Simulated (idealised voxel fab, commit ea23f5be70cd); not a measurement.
process module | voxel self aligned vias
Displayed cross-section: cut, width of 220 nm, square cells sized 5 nm.
When this document writes out a cross-section, it uses a grid of square cells and lists it as bands, beginning at the top and moving down, with a band standing for one or more rows of cells. Read a band's entry like this: the first values are the height of its top and the height of its bottom in nm, and what follows is the sequence of materials from left to right, each with its width in nm. Note that "empty" is empty space, and that a single material marked "all across" reaches across the band from edge to edge. Height reference: 0 = level under which incoming wafer is all one material. Lowest band: no bottom, runs on downward, e.g. "z 0 and below". It should be noted that a width expressed as "30..40" varies in equal increments from row to row of cells within the band, taking the value of the first number at the top row and that of the second number at the bottom row. "nothing altered" for a step: no cell of the cross-section changed in that step. "Enclosed internal cavities": sealed empty spaces, 8 cells or more, no open way to top, listed width x height at distance, with distance from the left edge and width, height and distance in nm. That trailing text on a step's line, after the settings, is the simulator's own remark on the step. When a step includes a mask, the "overlay nm" setting on its line states how far to the right of its planned place that mask lay, and negative values state how far to the left.

### plan
1) op RECEIVE | material Si
2) op CONFORMAL_DEP | material SiO2 | thk nm 10
3) op CONFORMAL_DEP | material SiCN | thk nm 5
4) op DIRECTIONAL_DEP | material lowk | thk nm 25
5) op PATTERN | tone open | mask id LINES | material resist | width nm 20 | pitch nm 65 | thk nm 15 | overlay nm 0
6) op DIRECTIONAL_ETCH | etch materials lowk | depth nm 25
7) op STRIP | etch materials resist
8) op CONFORMAL_DEP | material TiN | thk nm 5
9) op FILL_DEP | material Ru | thk nm 10
10) op CMP | height nm 40
11) op SELECTIVE_ETCH | etch materials W Ru TiN | depth nm 10
12) op FILL_DEP | material SiN | thk nm 10
13) op CMP | height nm 40
14) op DIRECTIONAL_DEP | material lowk | thk nm 20
15) op DIRECTIONAL_DEP | material aC | thk nm 10
16) op PATTERN | tone open | mask id VIAS | material resist | width nm 40 | thk nm 25 | overlay nm 0
17) op DIRECTIONAL_ETCH | etch materials aC | depth nm 10
18) op STRIP | etch materials resist
19) op DIRECTIONAL_ETCH | etch materials lowk | depth nm 20
20) op DIRECTIONAL_ETCH | etch materials SiN | depth nm 10
21) op STRIP | etch materials aC
22) op CONFORMAL_DEP | material TiN | thk nm 5
23) op FILL_DEP | material W | thk nm 5
24) op CMP | height nm 60
25) op CONFORMAL_DEP | material SiCN | thk nm 5

### Cross-section of the wafer at receipt, which is the condition after step 1
z 0 and below = Si all across
Enclosed internal cavities: none

### Figure: cross-sectional view of the wafer upon completion of the module, processed from the initial state and according to the plan depicted above, with one error introduced during execution
z 65 to 60 = SiCN all across
z 60 to 55 = W all across
z 55 to 50 = 60 TiN / 30 W / 130 TiN
z 50 to 35 = 55 lowk / 5 TiN / 30 W / 5 TiN / 125 lowk
z 35 to 30 = 55 lowk / 40 TiN / 125 lowk
z 30 to 20 = 65 lowk / 5 TiN / 10 Ru / 5 TiN / 45 lowk / 5 TiN / 10 Ru / 5 TiN / 70 lowk
z 20 to 15 = 65 lowk / 20 TiN / 45 lowk / 20 TiN / 70 lowk
z 15 to 10 = SiCN all across
z 10 to 0 = SiO2 all across
z 0 and below = Si all across
Enclosed internal cavities: none
Which mistake was made when the wafer was run? for step 13, the planned setting was not used; the step was instead run as op CMP | height nm 30
